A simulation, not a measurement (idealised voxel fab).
Module name: voxel wiring stack (process module)
Each square cell in cross-section cut measures 5 nm, and the section as a whole is 290 nm wide.
In what follows, cross-sections appear as grids of square cells, described through bands that run from the top down, where every band is one or more rows of cells. Band entry format. Leading values: height of top, height of bottom, nm. Remainder: materials in left-to-right order, each with its width in nm. Special words: "throughout" on a single material, which then fills the band edge to edge; "empty", empty space. Heights are expressed relative to 0, this being the level below which the as-received wafer comprises one material exclusively. The lowest band is unbounded in the downward direction and is denoted as in "0 -> down". You'd read "30 to 40" like this: the band's top row of cells is as wide as the first number, its bottom row is as wide as the second, and going down, every row changes width by the same amount as the row before did. "remained unchanged" (step): cross-section cells unchanged, all of them. In the "Unvented cavities" entry, you get each enclosed empty space of 8 cells or more, one with no open way to the top, written width x height at distance, distance from the left edge, in nm. Where a step's line continues beyond its settings, the continuation is a remark by the simulator itself on that step. Steps that use a mask can have "overlay nm" on their line. It says how far the mask sat to the right of where it was meant to be. Negative means to the left.

Steps planned for the process
1,RECEIVE [material Si]
2,CONFORMAL_DEP [material SiO2] [thk nm 15]
3,DIRECTIONAL_DEP [material TiN] [thk nm 5]
4,DIRECTIONAL_DEP [material Ru] [thk nm 25]
5,PATTERN [tone cover] [mask id METAL_1] [material resist] [width nm 30] [pitch nm 50] [thk nm 20] [overlay nm 0]
6,DIRECTIONAL_ETCH [etch materials Ru] [depth nm 25]
7,DIRECTIONAL_ETCH [etch materials TiN] [depth nm 5]
8,STRIP [etch materials resist]
9,FILL_DEP [material lowk] [thk nm 10]
10,CMP [height nm 45]
11,CONFORMAL_DEP [material SiCN] [thk nm 5]
12,DIRECTIONAL_DEP [material lowk] [thk nm 20]
13,MASKED_ETCH [tone open] [mask id PLUG_1] [width nm 15] [pitch nm 50] [etch materials lowk] [depth nm 20] [overlay nm 0]
14,MASKED_ETCH [tone open] [mask id PLUG_1] [width nm 15] [pitch nm 50] [etch materials SiCN] [depth nm 5] [overlay nm 0]
15,CONFORMAL_DEP [material TiN] [thk nm 5]
16,FILL_DEP [material Cu] [thk nm 5]
17,CMP [height nm 70]
18,DIRECTIONAL_DEP [material TiN] [thk nm 5]
19,DIRECTIONAL_DEP [material Ru] [thk nm 15]
20,DIRECTIONAL_DEP [material aC] [thk nm 15]
21,PATTERN [tone cover] [mask id METAL_2] [material resist] [width nm 30] [pitch nm 50] [thk nm 30] [overlay nm 0]
22,DIRECTIONAL_ETCH [etch materials aC] [depth nm 15]
23,STRIP [etch materials resist]
24,DIRECTIONAL_ETCH [etch materials Ru] [depth nm 15]
25,DIRECTIONAL_ETCH [etch materials TiN] [depth nm 5]
26,STRIP [etch materials aC]
27,CONFORMAL_DEP [material SiCN] [thk nm 5]
28,FILL_DEP [material lowk] [thk nm 10]
29,CMP [height nm 90]
30,CONFORMAL_DEP [material SiN] [thk nm 5]

Received-state cross-section, reflecting completion of step 1
0 -> down | Si throughout
Unvented cavities: none

Final cross-section, module run with one mistake (start and plan as above)
95 -> 90 | SiN throughout
90 -> 75 | lowk: 90; SiCN: 5; Ru: 30; SiCN: 5; lowk: 10; SiCN: 5; Ru: 30; SiCN: 5; lowk: 110
75 -> 70 | SiCN: 95; TiN: 30; SiCN: 20; TiN: 30; SiCN: 115
70 -> 50 | lowk: 105; TiN: 5; Cu: 5; TiN: 5; lowk: 35; TiN: 5; Cu: 5; TiN: 5; lowk: 120
50 -> 45 | SiCN: 105; TiN: 15; SiCN: 35; TiN: 15; SiCN: 120
45 -> 20 | lowk: 105; Ru: 30; lowk: 20; Ru: 30; lowk: 105
20 -> 15 | lowk: 105; TiN: 30; lowk: 20; TiN: 30; lowk: 105
15 -> 0 | SiO2 throughout
0 -> down | Si throughout
Unvented cavities: none
Deviation noted in wafer processing: heads up, step 21 didn't go per plan, it actually ran as PATTERN [tone cover] [mask id METAL_2] [material resist] [width nm 30] [pitch nm 50] [thk nm 30] [overlay nm -10]
